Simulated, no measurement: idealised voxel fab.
The process module presented herein is designated voxel ribs on slabs.
Cross-sectional view cut (width: 285 nm; square cell size: 5 nm).
A cross-section is a grid of square cells, given in bands from the top down. A band is one or more rows of cells. Top, bottom (nm), then materials left to right with widths (nm); lone material tagged "full width" fills the whole band edge to edge; "air" = empty space. All heights in this document are referenced to 0, defined as the level beneath which the wafer, as received, consists entirely of one material. The lowest band is not bounded below; it extends indefinitely downward and is written in the form "top 0, no bottom". Width spec "30..40" -> top row of cells at first value, bottom row at second value, equal per-row change in between. Where a step carries "nothing altered", the cross-section came out of it unchanged, cell for cell. Voids not open to the top, 8 cells minimum: see "Cavities, sealed". Written width x height at distance; distance is from the left edge; nm. What comes after the settings on a step's line is commentary from the simulator itself on that step. If you see "overlay nm" on a step's line and that step has a mask, it's telling you how far right of where it was planned the mask ended up; a negative number means it went left instead.
[The process steps that were planned are listed below]
1,RECEIVE with material Si
2,DIRECTIONAL_DEP with material SiO2, thk nm 20
3,DIRECTIONAL_DEP with material SiN, thk nm 20
4,DIRECTIONAL_DEP with material aC, thk nm 15
5,PATTERN with tone cover, mask id RIB, material resist, width nm 20, thk nm 30, overlay nm 0
6,DIRECTIONAL_ETCH with etch materials aC, depth nm 15
7,STRIP with etch materials resist
8,DIRECTIONAL_ETCH with etch materials SiN, depth nm 5
9,STRIP with etch materials aC
10,DIRECTIONAL_DEP with material aC, thk nm 15
11,PATTERN with tone cover, mask id SLAB, material resist, width nm 70, thk nm 30, overlay nm 0
12,DIRECTIONAL_ETCH with etch materials aC, depth nm 15
13,STRIP with etch materials resist
14,DIRECTIONAL_ETCH with etch materials SiN, depth nm 15
15,STRIP with etch materials aC
16,FILL_DEP with material SiO2, thk nm 25
17,CMP with height nm 55
18,DIRECTIONAL_DEP with material W, thk nm 10
19,PATTERN with tone cover, mask id HEATER, material resist, width nm 30, thk nm 20, overlay nm 0
20,DIRECTIONAL_ETCH with etch materials W, depth nm 10
21,STRIP with etch materials resist
22,CONFORMAL_DEP with material SiN, thk nm 10
[Wafer, first of two, run as planned]
[As-received state of the wafer in cross-section, equivalent to post-step 1]
    top 0, no bottom  Si full width
    Cavities, sealed: none
[After step 2, in cross-section]
    top 20, bottom 0  SiO2 full width
    At heights below 0, the structure remains unaltered.
[After step 3, in cross-section]
    top 40, bottom 20  SiN full width
    At heights below 20, the structure remains unaltered.
[After step 4, in cross-section]
    top 55, bottom 40  aC full width
    At heights below 40, the structure remains unaltered.
[After step 5, in cross-section]
    top 85, bottom 55  air (130), then resist (20), then air (135)
    At heights below 55, the structure remains unaltered.
[After step 6, in cross-section]
    top 70, bottom 55  air (130), then resist (20), then air (135)
    top 55, bottom 40  air (130), then aC (20), then air (135)
    At heights below 40, the structure remains unaltered.
[After step 7, in cross-section]
    top 55, bottom 40  air (130), then aC (20), then air (135)
    At heights below 40, the structure remains unaltered.
[After step 8, in cross-section]
    top 55, bottom 40  air (130), then aC (20), then air (135)
    top 40, bottom 35  air (130), then SiN (20), then air (135)
    At heights below 35, the structure remains unaltered.
[After step 9, in cross-section]
    top 40, bottom 35  air (130), then SiN (20), then air (135)
    At heights below 35, the structure remains unaltered.
[After step 10, in cross-section]
    top 55, bottom 50  air (130), then aC (20), then air (135)
    top 50, bottom 40  aC full width
    top 40, bottom 35  aC (130), then SiN (20), then aC (135)
    At heights below 35, the structure remains unaltered.
[After step 11, in cross-section]
    top 85, bottom 55  air (105), then resist (70), then air (110)
    top 55, bottom 50  air (105), then resist (25), then aC (20), then resist (25), then air (110)
    At heights below 50, the structure remains unaltered.
[After step 12, in cross-section]
    top 70, bottom 55  air (105), then resist (70), then air (110)
    top 55, bottom 50  air (105), then resist (25), then aC (20), then resist (25), then air (110)
    top 50, bottom 40  air (105), then aC (70), then air (110)
    top 40, bottom 35  air (105), then aC (25), then SiN (20), then aC (25), then air (110)
    At heights below 35, the structure remains unaltered.
[After step 13, in cross-section]
    top 55, bottom 50  air (130), then aC (20), then air (135)
    At heights below 50, the structure remains unaltered.
[After step 14, in cross-section]
    top 55, bottom 50  air (130), then aC (20), then air (135)
    top 50, bottom 40  air (105), then aC (70), then air (110)
    top 40, bottom 35  air (105), then aC (25), then SiN (20), then aC (25), then air (110)
    top 35, bottom 20  air (105), then SiN (70), then air (110)
    At heights below 20, the structure remains unaltered.
[After step 15, in cross-section]
    top 40, bottom 35  air (130), then SiN (20), then air (135)
    At heights below 35, the structure remains unaltered.
[After step 16, in cross-section]
    top 65, bottom 40  SiO2 full width
    top 40, bottom 35  SiO2 (130), then SiN (20), then SiO2 (135)
    top 35, bottom 20  SiO2 (105), then SiN (70), then SiO2 (110)
    At heights below 20, the structure remains unaltered.
[After step 17, in cross-section]
    top 55, bottom 40  SiO2 full width
    At heights below 40, the structure remains unaltered.
[After step 18, in cross-section]
    top 65, bottom 55  W full width
    At heights below 55, the structure remains unaltered.
[After step 19, in cross-section]
    top 85, bottom 65  air (125), then resist (30), then air (130)
    At heights below 65, the structure remains unaltered.
[After step 20, in cross-section]
    top 85, bottom 65  air (125), then resist (30), then air (130)
    top 65, bottom 55  air (125), then W (30), then air (130)
    At heights below 55, the structure remains unaltered.
[After step 21, in cross-section]
    top 65, bottom 55  air (125), then W (30), then air (130)
    At heights below 55, the structure remains unaltered.
[After step 22, in cross-section]
    top 75, bottom 65  air (115), then SiN (50), then air (120)
    top 65, bottom 55  SiN (125), then W (30), then SiN (130)
    At heights below 55, the structure remains unaltered.
[The second wafer began exactly as the first did and followed the same plan, but one mistake was made while running it; through step 1 inclusive, the two wafers are identical]
[Cross-section: second wafer, time at which step 2 was scheduled to end]
    top 40, bottom 0  SiO2 full width
    At heights below 0, the structure remains unaltered.
[Cross-section: second wafer, time at which step 3 was scheduled to end]
    top 60, bottom 40  SiN full width
    At heights below 40, the structure remains unaltered.
[Cross-section: second wafer, time at which step 4 was scheduled to end]
    top 75, bottom 60  aC full width
    At heights below 60, the structure remains unaltered.
[Cross-section: second wafer, time at which step 5 was scheduled to end]
    top 105, bottom 75  air (130), then resist (20), then air (135)
    At heights below 75, the structure remains unaltered.
[Cross-section: second wafer, time at which step 6 was scheduled to end]
    top 90, bottom 75  air (130), then resist (20), then air (135)
    top 75, bottom 60  air (130), then aC (20), then air (135)
    At heights below 60, the structure remains unaltered.
[Cross-section: second wafer, time at which step 7 was scheduled to end]
    top 75, bottom 60  air (130), then aC (20), then air (135)
    At heights below 60, the structure remains unaltered.
[Cross-section: second wafer, time at which step 8 was scheduled to end]
    top 75, bottom 60  air (130), then aC (20), then air (135)
    top 60, bottom 55  air (130), then SiN (20), then air (135)
    At heights below 55, the structure remains unaltered.
[Cross-section: second wafer, time at which step 9 was scheduled to end]
    top 60, bottom 55  air (130), then SiN (20), then air (135)
    At heights below 55, the structure remains unaltered.
[Cross-section: second wafer, time at which step 10 was scheduled to end]
    top 75, bottom 70  air (130), then aC (20), then air (135)
    top 70, bottom 60  aC full width
    top 60, bottom 55  aC (130), then SiN (20), then aC (135)
    At heights below 55, the structure remains unaltered.
[Cross-section: second wafer, time at which step 11 was scheduled to end]
    top 105, bottom 75  air (105), then resist (70), then air (110)
    top 75, bottom 70  air (105), then resist (25), then aC (20), then resist (25), then air (110)
    At heights below 70, the structure remains unaltered.
[Cross-section: second wafer, time at which step 12 was scheduled to end]
    top 90, bottom 75  air (105), then resist (70), then air (110)
    top 75, bottom 70  air (105), then resist (25), then aC (20), then resist (25), then air (110)
    top 70, bottom 60  air (105), then aC (70), then air (110)
    top 60, bottom 55  air (105), then aC (25), then SiN (20), then aC (25), then air (110)
    At heights below 55, the structure remains unaltered.
[Cross-section: second wafer, time at which step 13 was scheduled to end]
    top 75, bottom 70  air (130), then aC (20), then air (135)
    At heights below 70, the structure remains unaltered.
[Cross-section: second wafer, time at which step 14 was scheduled to end]
    top 75, bottom 70  air (130), then aC (20), then air (135)
    top 70, bottom 60  air (105), then aC (70), then air (110)
    top 60, bottom 55  air (105), then aC (25), then SiN (20), then aC (25), then air (110)
    top 55, bottom 40  air (105), then SiN (70), then air (110)
    At heights below 40, the structure remains unaltered.
[Cross-section: second wafer, time at which step 15 was scheduled to end]
    top 60, bottom 55  air (130), then SiN (20), then air (135)
    At heights below 55, the structure remains unaltered.
[Cross-section: second wafer, time at which step 16 was scheduled to end]
    top 85, bottom 60  SiO2 full width
    top 60, bottom 55  SiO2 (130), then SiN (20), then SiO2 (135)
    top 55, bottom 40  SiO2 (105), then SiN (70), then SiO2 (110)
    At heights below 40, the structure remains unaltered.
[Cross-section: second wafer, time at which step 17 was scheduled to end]
    top 55, bottom 40  SiO2 (105), then SiN (70), then SiO2 (110)
    At heights below 40, the structure remains unaltered.
[Cross-section: second wafer, time at which step 18 was scheduled to end]
    top 65, bottom 55  W full width
    At heights below 55, the structure remains unaltered.
[Cross-section: second wafer, time at which step 19 was scheduled to end]
    top 85, bottom 65  air (125), then resist (30), then air (130)
    At heights below 65, the structure remains unaltered.
[Cross-section: second wafer, time at which step 20 was scheduled to end]
    top 85, bottom 65  air (125), then resist (30), then air (130)
    top 65, bottom 55  air (125), then W (30), then air (130)
    At heights below 55, the structure remains unaltered.
[Cross-section: second wafer, time at which step 21 was scheduled to end]
    top 65, bottom 55  air (125), then W (30), then air (130)
    At heights below 55, the structure remains unaltered.
[Cross-section: second wafer, time at which step 22 was scheduled to end]
    top 75, bottom 65  air (115), then SiN (50), then air (120)
    top 65, bottom 55  SiN (125), then W (30), then SiN (130)
    At heights below 55, the structure remains unaltered.
Diagnosis: step 2 of the plan was executed twice over
The closing comparison, in cells, has the second wafer with more or fewer of some materials than the first: SiN: 4 fewer, SiO2: 4 more
